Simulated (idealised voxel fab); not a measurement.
process module | voxel ribs on slabs
cross-section cut | 260 nm wide | cells 5 nm
A cross-section is a grid of square cells, given in bands from the top down. A band is one or more rows of cells.
Each band's line starts with the height of the band's top and of its bottom, in nm. Then come its materials from left to right, each with its width in nm. One material with "throughout" fills the band from edge to edge. "air" is empty space.
Height 0 is the level under which the wafer as received is all one material. The lowest band goes on downwards, as in "0 down".
A width such as "30 to 40" changes by the same amount from each row of cells to the next, from the band's top row to its bottom row.
"no change" after a step means that no cell of the cross-section changed.
closed voids: empty space of 8 cells or more with no open way to the top, each as width x height at its distance from the left edge, in nm
after a step's settings: what the simulator itself notes on the step
overlay nm, on a step with a mask: how far to the right of its planned place the mask lay; to the left if negative
plan
1 op RECEIVE | material Si
2 op DIRECTIONAL_DEP | material SiO2 | thk nm 25
3 op DIRECTIONAL_DEP | material SiN | thk nm 20
4 op MASKED_ETCH | tone cover | mask id RIB | width nm 30 | etch materials SiN | depth nm 5 | overlay nm 0
5 op DIRECTIONAL_DEP | material aC | thk nm 10
6 op PATTERN | tone cover | mask id SLAB | material resist | width nm 80 | thk nm 25 | overlay nm 0
7 op DIRECTIONAL_ETCH | etch materials aC | depth nm 10
8 op STRIP | etch materials resist
9 op DIRECTIONAL_ETCH | etch materials SiN | depth nm 15
10 op STRIP | etch materials aC
11 op FILL_DEP | material SiO2 | thk nm 20
12 op CMP | height nm 55
13 op DIRECTIONAL_DEP | material W | thk nm 10
14 op MASKED_ETCH | tone cover | mask id HEATER | width nm 40 | etch materials W | depth nm 10 | overlay nm 0
15 op CONFORMAL_DEP | material SiN | thk nm 5
as received, after step 1
  0 down: Si throughout
  closed voids: none
first wafer at the end, as planned
  70 to 65: air 105 | SiN 50 | air 105
  65 to 60: air 105 | SiN 5 | W 40 | SiN 5 | air 105
  60 to 55: SiN 110 | W 40 | SiN 110
  55 to 45: SiO2 throughout
  45 to 40: SiO2 115 | SiN 30 | SiO2 115
  40 to 25: SiO2 90 | SiN 80 | SiO2 90
  25 to 0: SiO2 throughout
  0 down: Si throughout
  closed voids: none
second wafer at the end: like start, like plan, one mistake
  70 to 65: air 105 | SiN 50 | air 105
  65 to 60: air 105 | SiN 5 | W 40 | SiN 5 | air 105
  60 to 55: SiN 110 | W 40 | SiN 110
  55 to 45: SiO2 90 | SiN 80 | SiO2 90
  45 to 25: SiN throughout
  25 to 0: SiO2 throughout
  0 down: Si throughout
  closed voids: none
what went wrong: step 3 was run twice
at the end the second wafer has, in cells: 186 more of SiN | 186 fewer of SiO2
